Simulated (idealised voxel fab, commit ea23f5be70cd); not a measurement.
The name of this process module is voxel self aligned contacts.
150 nm wide, 5 nm square cells: that's cross-section cut.
Cross-section, as written here: a square-cell grid given band by band from the top down, where a band holds one or more rows of cells. Top, bottom (nm), then materials left to right with widths (nm); lone material tagged "edge to edge" fills the whole band edge to edge; "empty" = empty space. The reference from which all heights are counted is 0, the level beneath which the as-received wafer is entirely one material; the lowest band, having no lower bound, proceeds downward and is written after the example "0 and below". Think of "30->40" as a width that walks from the first number to the second as you go down the band, top row to bottom row, taking equal-sized steps from row to row. When a step is marked "everything unchanged", none of the cells in the cross-section changed during that step. The entry "Enclosed internal voids" lists the empty spaces that cover at least 8 cells and have no open path to the top. Each is written as width x height at distance, where the distance is measured from the left edge and all three values are in nm. What comes after the settings on a step's line is commentary from the simulator itself on that step. The optional step-line setting "overlay nm" applies to steps with a mask and quantifies how far to the right of its planned location the mask lay, a negative value indicating leftward placement.

[Listed below are the process steps as planned]
| 1 | RECEIVE: material Si |
| 2 | CONFORMAL_DEP: material SiO2, thk nm 5 |
| 3 | DIRECTIONAL_DEP: material polySi, thk nm 30 |
| 4 | DIRECTIONAL_DEP: material SiN, thk nm 20 |
| 5 | MASKED_ETCH: tone cover, mask id GATE, width nm 30, pitch nm 60, etch materials SiN, depth nm 20, overlay nm 0 |
| 6 | MASKED_ETCH: tone cover, mask id GATE, width nm 30, pitch nm 60, etch materials polySi, depth nm 30, overlay nm 0 |
| 7 | CONFORMAL_DEP: material SiN, thk nm 5 |
| 8 | DIRECTIONAL_ETCH: etch materials SiN, depth nm 5 |
| 9 | FILL_DEP: material SiO2, thk nm 20 |
| 10 | CMP: height nm 65 |
| 11 | DIRECTIONAL_DEP: material aC, thk nm 15 |
| 12 | PATTERN: tone open, mask id CONTACT, material resist, width nm 40, thk nm 30, overlay nm 0 |
| 13 | DIRECTIONAL_ETCH: etch materials aC, depth nm 15 |
| 14 | STRIP: etch materials resist |
| 15 | DIRECTIONAL_ETCH: etch materials SiO2, depth nm 65 |
| 16 | STRIP: etch materials aC |
| 17 | CONFORMAL_DEP: material TiN, thk nm 5 |
| 18 | FILL_DEP: material W, thk nm 5 |
| 19 | CMP: height nm 65 |
| 20 | CONFORMAL_DEP: material SiN, thk nm 5 |

[Step 1 complete: cross-section of the wafer as received]
0 and below = Si edge to edge
Enclosed internal voids: none

[Result of the module, cross-sectioned: start per above, plan per above, one error in how it was run]
70 down to 65 = SiN edge to edge
65 down to 55 = 50 of SiO2 | 5->20 of TiN | 30->10 of W | 5->10 of TiN | 60 of SiO2
55 down to 35 = 25 of SiO2 | 40 of SiN | 5 of TiN | 10 of W | 5 of TiN | 40 of SiN | 25 of SiO2
35 down to 5 = 25 of SiO2 | 5 of SiN | 30 of polySi | 5 of SiN | 5 of TiN | 10 of W | 5 of TiN | 5 of SiN | 30 of polySi | 5 of SiN | 25 of SiO2
5 down to 0 = 65 of SiO2 | 20 of TiN | 65 of SiO2
0 and below = Si edge to edge
Enclosed internal voids: none
Short version of what went wrong: note that step 12 departed from the planned setting and was carried out as PATTERN: tone open, mask id CONTACT, material resist, width nm 40, thk nm 30, overlay nm -5
